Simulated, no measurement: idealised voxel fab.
The name of this process module is voxel trench capacitor.
Section cut is 185 nm wide and gridded with 5 nm square cells.
This document writes a cross-section as a grid whose cells are square, and gives it as bands, listed from the top down; one or more rows of cells form a band. Band: top height; bottom height; in nm. Then, left to right: material with width in nm, for each material. "edge to edge": a single material spanning edge to edge. "blank": empty space. We count height from 0. Below that, the starting wafer is all one material. The lowest band never ends at the bottom but goes on down; see "z 0 and below" for how that is written. With a width like "30..40", each row of cells in the band differs from the next by the same amount, the top row carrying the first number and the bottom row the second. Step marked "no alteration"? Then no cell in the cross-section changed in it. What "Closed void entries" gives you is every empty space of 8 cells or more that is cut off from the top. Each appears as width x height at distance, with the distance taken from the left edge and width, height and distance all in nm. On each step's line, the part that comes after the settings is the simulator's own comment on the step. The line of a step may include "overlay nm". On a step with a mask, this value is how far to the right of its planned place the mask lay. A negative value means the mask lay to the left.
[Process steps (planned)]
step 1: RECEIVE [material Si]
step 2: CONFORMAL_DEP [material SiN] [thk nm 10]
step 3: DIRECTIONAL_DEP [material aC] [thk nm 15]
step 4: PATTERN [tone open] [mask id TRENCH] [material resist] [width nm 25] [pitch nm 50] [thk nm 30] [overlay nm 0]
step 5: DIRECTIONAL_ETCH [etch materials aC] [depth nm 15]
step 6: STRIP [etch materials resist]
step 7: DIRECTIONAL_ETCH [etch materials SiN] [depth nm 10]
step 8: DIRECTIONAL_ETCH [etch materials Si] [depth nm 35]
step 9: STRIP [etch materials aC]
step 10: CONFORMAL_DEP [material Al2O3] [thk nm 5]
step 11: CONFORMAL_DEP [material TiN] [thk nm 5]
step 12: FILL_DEP [material W] [thk nm 10]
step 13: CMP [height nm 10]
[What follows covers the first of two wafers; it ran as planned]
[As-received state of the wafer in cross-section, equivalent to post-step 1]
* z 0 and below = Si edge to edge
* Closed void entries: none
[Cross-section: wafer state after step 2]
* z 10 to 0 = SiN edge to edge
* No changes below 0.
[Cross-section: wafer state after step 3]
* z 25 to 10 = aC edge to edge
* No changes below 10.
[Cross-section: wafer state after step 4]
* z 55 to 25 = 55 nm resist / 25 nm blank / 25 nm resist / 25 nm blank / 55 nm resist
* No changes below 25.
[Cross-section: wafer state after step 5]
* z 40 to 25 = 55 nm resist / 25 nm blank / 25 nm resist / 25 nm blank / 55 nm resist
* z 25 to 10 = 55 nm aC / 25 nm blank / 25 nm aC / 25 nm blank / 55 nm aC
* No changes below 10.
[Cross-section: wafer state after step 6]
* z 25 to 10 = 55 nm aC / 25 nm blank / 25 nm aC / 25 nm blank / 55 nm aC
* No changes below 10.
[Cross-section: wafer state after step 7]
* z 25 to 10 = 55 nm aC / 25 nm blank / 25 nm aC / 25 nm blank / 55 nm aC
* z 10 to 0 = 55 nm SiN / 25 nm blank / 25 nm SiN / 25 nm blank / 55 nm SiN
* No changes below 0.
[Cross-section: wafer state after step 8]
* z 25 to 10 = 55 nm aC / 25 nm blank / 25 nm aC / 25 nm blank / 55 nm aC
* z 10 to 0 = 55 nm SiN / 25 nm blank / 25 nm SiN / 25 nm blank / 55 nm SiN
* z 0 to -35 = 55 nm Si / 25 nm blank / 25 nm Si / 25 nm blank / 55 nm Si
* No changes below -35.
[Cross-section: wafer state after step 9]
* z 10 to 0 = 55 nm SiN / 25 nm blank / 25 nm SiN / 25 nm blank / 55 nm SiN
* No changes below 0.
[Cross-section: wafer state after step 10]
* z 15 to 10 = 60 nm Al2O3 / 15 nm blank / 35 nm Al2O3 / 15 nm blank / 60 nm Al2O3
* z 10 to 0 = 55 nm SiN / 5 nm Al2O3 / 15 nm blank / 5 nm Al2O3 / 25 nm SiN / 5 nm Al2O3 / 15 nm blank / 5 nm Al2O3 / 55 nm SiN
* z 0 to -30 = 55 nm Si / 5 nm Al2O3 / 15 nm blank / 5 nm Al2O3 / 25 nm Si / 5 nm Al2O3 / 15 nm blank / 5 nm Al2O3 / 55 nm Si
* z -30 to -35 = 55 nm Si / 25 nm Al2O3 / 25 nm Si / 25 nm Al2O3 / 55 nm Si
* No changes below -35.
[Cross-section: wafer state after step 11]
* z 20 to 15 = 65 nm TiN / 5 nm blank / 45 nm TiN / 5 nm blank / 65 nm TiN
* z 15 to 10 = 60 nm Al2O3 / 5 nm TiN / 5 nm blank / 5 nm TiN / 35 nm Al2O3 / 5 nm TiN / 5 nm blank / 5 nm TiN / 60 nm Al2O3
* z 10 to 0 = 55 nm SiN / 5 nm Al2O3 / 5 nm TiN / 5 nm blank / 5 nm TiN / 5 nm Al2O3 / 25 nm SiN / 5 nm Al2O3 / 5 nm TiN / 5 nm blank / 5 nm TiN / 5 nm Al2O3 / 55 nm SiN
* z 0 to -25 = 55 nm Si / 5 nm Al2O3 / 5 nm TiN / 5 nm blank / 5 nm TiN / 5 nm Al2O3 / 25 nm Si / 5 nm Al2O3 / 5 nm TiN / 5 nm blank / 5 nm TiN / 5 nm Al2O3 / 55 nm Si
* z -25 to -30 = 55 nm Si / 5 nm Al2O3 / 15 nm TiN / 5 nm Al2O3 / 25 nm Si / 5 nm Al2O3 / 15 nm TiN / 5 nm Al2O3 / 55 nm Si
* No changes below -30.
[Cross-section: wafer state after step 12]
* z 30 to 20 = W edge to edge
* z 20 to 15 = 65 nm TiN / 5 nm W / 45 nm TiN / 5 nm W / 65 nm TiN
* z 15 to 10 = 60 nm Al2O3 / 5 nm TiN / 5 nm W / 5 nm TiN / 35 nm Al2O3 / 5 nm TiN / 5 nm W / 5 nm TiN / 60 nm Al2O3
* z 10 to 0 = 55 nm SiN / 5 nm Al2O3 / 5 nm TiN / 5 nm W / 5 nm TiN / 5 nm Al2O3 / 25 nm SiN / 5 nm Al2O3 / 5 nm TiN / 5 nm W / 5 nm TiN / 5 nm Al2O3 / 55 nm SiN
* z 0 to -25 = 55 nm Si / 5 nm Al2O3 / 5 nm TiN / 5 nm W / 5 nm TiN / 5 nm Al2O3 / 25 nm Si / 5 nm Al2O3 / 5 nm TiN / 5 nm W / 5 nm TiN / 5 nm Al2O3 / 55 nm Si
* No changes below -25.
[Cross-section: wafer state after step 13]
* z 10 to 0 = 55 nm SiN / 5 nm Al2O3 / 5 nm TiN / 5 nm W / 5 nm TiN / 5 nm Al2O3 / 25 nm SiN / 5 nm Al2O3 / 5 nm TiN / 5 nm W / 5 nm TiN / 5 nm Al2O3 / 55 nm SiN
* No changes below 0.
[second wafer: like start, like plan, one mistake. Through step 3 it matches the first wafer]
[Second wafer, cross-section, planned end of step 4]
* z 55 to 25 = 50 nm resist / 35 nm blank / 15 nm resist / 35 nm blank / 50 nm resist
* No changes below 25.
[Second wafer, cross-section, planned end of step 5]
* z 40 to 25 = 50 nm resist / 35 nm blank / 15 nm resist / 35 nm blank / 50 nm resist
* z 25 to 10 = 50 nm aC / 35 nm blank / 15 nm aC / 35 nm blank / 50 nm aC
* No changes below 10.
[Second wafer, cross-section, planned end of step 6]
* z 25 to 10 = 50 nm aC / 35 nm blank / 15 nm aC / 35 nm blank / 50 nm aC
* No changes below 10.
[Second wafer, cross-section, planned end of step 7]
* z 25 to 10 = 50 nm aC / 35 nm blank / 15 nm aC / 35 nm blank / 50 nm aC
* z 10 to 0 = 50 nm SiN / 35 nm blank / 15 nm SiN / 35 nm blank / 50 nm SiN
* No changes below 0.
[Second wafer, cross-section, planned end of step 8]
* z 25 to 10 = 50 nm aC / 35 nm blank / 15 nm aC / 35 nm blank / 50 nm aC
* z 10 to 0 = 50 nm SiN / 35 nm blank / 15 nm SiN / 35 nm blank / 50 nm SiN
* z 0 to -35 = 50 nm Si / 35 nm blank / 15 nm Si / 35 nm blank / 50 nm Si
* No changes below -35.
[Second wafer, cross-section, planned end of step 9]
* z 10 to 0 = 50 nm SiN / 35 nm blank / 15 nm SiN / 35 nm blank / 50 nm SiN
* No changes below 0.
[Second wafer, cross-section, planned end of step 10]
* z 15 to 10 = 55 nm Al2O3 / 25 nm blank / 25 nm Al2O3 / 25 nm blank / 55 nm Al2O3
* z 10 to 0 = 50 nm SiN / 5 nm Al2O3 / 25 nm blank / 5 nm Al2O3 / 15 nm SiN / 5 nm Al2O3 / 25 nm blank / 5 nm Al2O3 / 50 nm SiN
* z 0 to -30 = 50 nm Si / 5 nm Al2O3 / 25 nm blank / 5 nm Al2O3 / 15 nm Si / 5 nm Al2O3 / 25 nm blank / 5 nm Al2O3 / 50 nm Si
* z -30 to -35 = 50 nm Si / 35 nm Al2O3 / 15 nm Si / 35 nm Al2O3 / 50 nm Si
* No changes below -35.
[Second wafer, cross-section, planned end of step 11]
* z 20 to 15 = 60 nm TiN / 15 nm blank / 35 nm TiN / 15 nm blank / 60 nm TiN
* z 15 to 10 = 55 nm Al2O3 / 5 nm TiN / 15 nm blank / 5 nm TiN / 25 nm Al2O3 / 5 nm TiN / 15 nm blank / 5 nm TiN / 55 nm Al2O3
* z 10 to 0 = 50 nm SiN / 5 nm Al2O3 / 5 nm TiN / 15 nm blank / 5 nm TiN / 5 nm Al2O3 / 15 nm SiN / 5 nm Al2O3 / 5 nm TiN / 15 nm blank / 5 nm TiN / 5 nm Al2O3 / 50 nm SiN
* z 0 to -25 = 50 nm Si / 5 nm Al2O3 / 5 nm TiN / 15 nm blank / 5 nm TiN / 5 nm Al2O3 / 15 nm Si / 5 nm Al2O3 / 5 nm TiN / 15 nm blank / 5 nm TiN / 5 nm Al2O3 / 50 nm Si
* z -25 to -30 = 50 nm Si / 5 nm Al2O3 / 25 nm TiN / 5 nm Al2O3 / 15 nm Si / 5 nm Al2O3 / 25 nm TiN / 5 nm Al2O3 / 50 nm Si
* No changes below -30.
[Second wafer, cross-section, planned end of step 12]
* z 30 to 20 = W edge to edge
* z 20 to 15 = 60 nm TiN / 15 nm W / 35 nm TiN / 15 nm W / 60 nm TiN
* z 15 to 10 = 55 nm Al2O3 / 5 nm TiN / 15 nm W / 5 nm TiN / 25 nm Al2O3 / 5 nm TiN / 15 nm W / 5 nm TiN / 55 nm Al2O3
* z 10 to 0 = 50 nm SiN / 5 nm Al2O3 / 5 nm TiN / 15 nm W / 5 nm TiN / 5 nm Al2O3 / 15 nm SiN / 5 nm Al2O3 / 5 nm TiN / 15 nm W / 5 nm TiN / 5 nm Al2O3 / 50 nm SiN
* z 0 to -25 = 50 nm Si / 5 nm Al2O3 / 5 nm TiN / 15 nm W / 5 nm TiN / 5 nm Al2O3 / 15 nm Si / 5 nm Al2O3 / 5 nm TiN / 15 nm W / 5 nm TiN / 5 nm Al2O3 / 50 nm Si
* No changes below -25.
[Second wafer, cross-section, planned end of step 13]
* z 10 to 0 = 50 nm SiN / 5 nm Al2O3 / 5 nm TiN / 15 nm W / 5 nm TiN / 5 nm Al2O3 / 15 nm SiN / 5 nm Al2O3 / 5 nm TiN / 15 nm W / 5 nm TiN / 5 nm Al2O3 / 50 nm SiN
* No changes below 0.
The mistake made against the process plan was this: step 4 changed vs plan, executed as PATTERN [tone open] [mask id TRENCH] [material resist] [width nm 35] [pitch nm 50] [thk nm 30] [overlay nm 0]
At the finish, the second wafer shows more or fewer cells for some materials than the first does: 4 more of Al2O3, 28 fewer of Si, 8 fewer of SiN, 4 more of TiN, 28 more of W
